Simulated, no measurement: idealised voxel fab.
Name of the process module below: voxel ribs on slabs
Cross-section cut spans 195 nm and uses square cells 5 nm in size.
Throughout this document, each cross-section is represented as a grid of square cells and is presented as a sequence of bands enumerated from the top downward, where a band comprises one or more rows of cells. Quick guide to a band line: top height, bottom height (nm) up front; then every material left to right with its width in nm. Only one material and it's marked "full width"? Then it fills the band edge to edge. And "empty" just means empty space. Height 0 is the level under which the wafer as received is all one material. The lowest band goes on downwards, as in "0 and below". The width entry "30->40" should be interpreted row by row: the top row of cells in the band takes the first number, the bottom row takes the second number, and the change between adjacent rows is uniform throughout. Given "changes: none" for a step, no cell of the cross-section differs between before and after that step. "Enclosed void list" enumerates empty spaces isolated from the top, with no open way to it, that contain at least 8 cells, giving each as width x height at distance from the left edge, all three in nm. Where a step's line continues beyond its settings, the continuation is a remark by the simulator itself on that step. The line of a step may include "overlay nm". On a step with a mask, this value is how far to the right of its planned place the mask lay. A negative value means the mask lay to the left.

Planned step list for the process
1) RECEIVE: material Si
2) DIRECTIONAL_DEP: material SiO2, thk nm 20
3) DIRECTIONAL_DEP: material SiN, thk nm 20
4) PATTERN: tone cover, mask id RIB, material resist, width nm 30, thk nm 20, overlay nm 0
5) DIRECTIONAL_ETCH: etch materials SiN, depth nm 10
6) STRIP: etch materials resist
7) PATTERN: tone cover, mask id SLAB, material resist, width nm 60, thk nm 15, overlay nm 0
8) DIRECTIONAL_ETCH: etch materials SiN, depth nm 10
9) STRIP: etch materials resist
10) FILL_DEP: material SiO2, thk nm 25
11) CMP: height nm 55
12) DIRECTIONAL_DEP: material W, thk nm 5
13) PATTERN: tone cover, mask id HEATER, material resist, width nm 40, thk nm 20, overlay nm 0
14) DIRECTIONAL_ETCH: etch materials W, depth nm 5
15) STRIP: etch materials resist
16) CONFORMAL_DEP: material SiN, thk nm 5

Cross-sectional view of the wafer in its as-received condition, corresponding to the state after step 1
  0 and below  Si full width
  Enclosed void list: none

First of two wafers: cross-section at end of module, run per plan
  65 down to 60  70 empty; 50 SiN; 75 empty
  60 down to 55  75 SiN; 40 W; 80 SiN
  55 down to 40  SiO2 full width
  40 down to 30  80 SiO2; 30 SiN; 85 SiO2
  30 down to 20  65 SiO2; 60 SiN; 70 SiO2
  20 down to 0  SiO2 full width
  0 and below  Si full width
  Enclosed void list: none

What the second wafer looks like in cross-section once the module is done. Its start and its plan matched the first wafer's exactly; what differed was one mistake in how it was run
  65 down to 60  SiN full width
  60 down to 40  SiO2 full width
  40 down to 30  80 SiO2; 30 SiN; 85 SiO2
  30 down to 20  65 SiO2; 60 SiN; 70 SiO2
  20 down to 0  SiO2 full width
  0 and below  Si full width
  Enclosed void list: none
What went wrong in running the wafer? contrary to plan, step 12 was performed as DIRECTIONAL_DEP: material SiO2, thk nm 5
Heads up, by the end the second wafer has more or fewer cells of some materials compared to the first: SiN -2; SiO2 +39; W -8
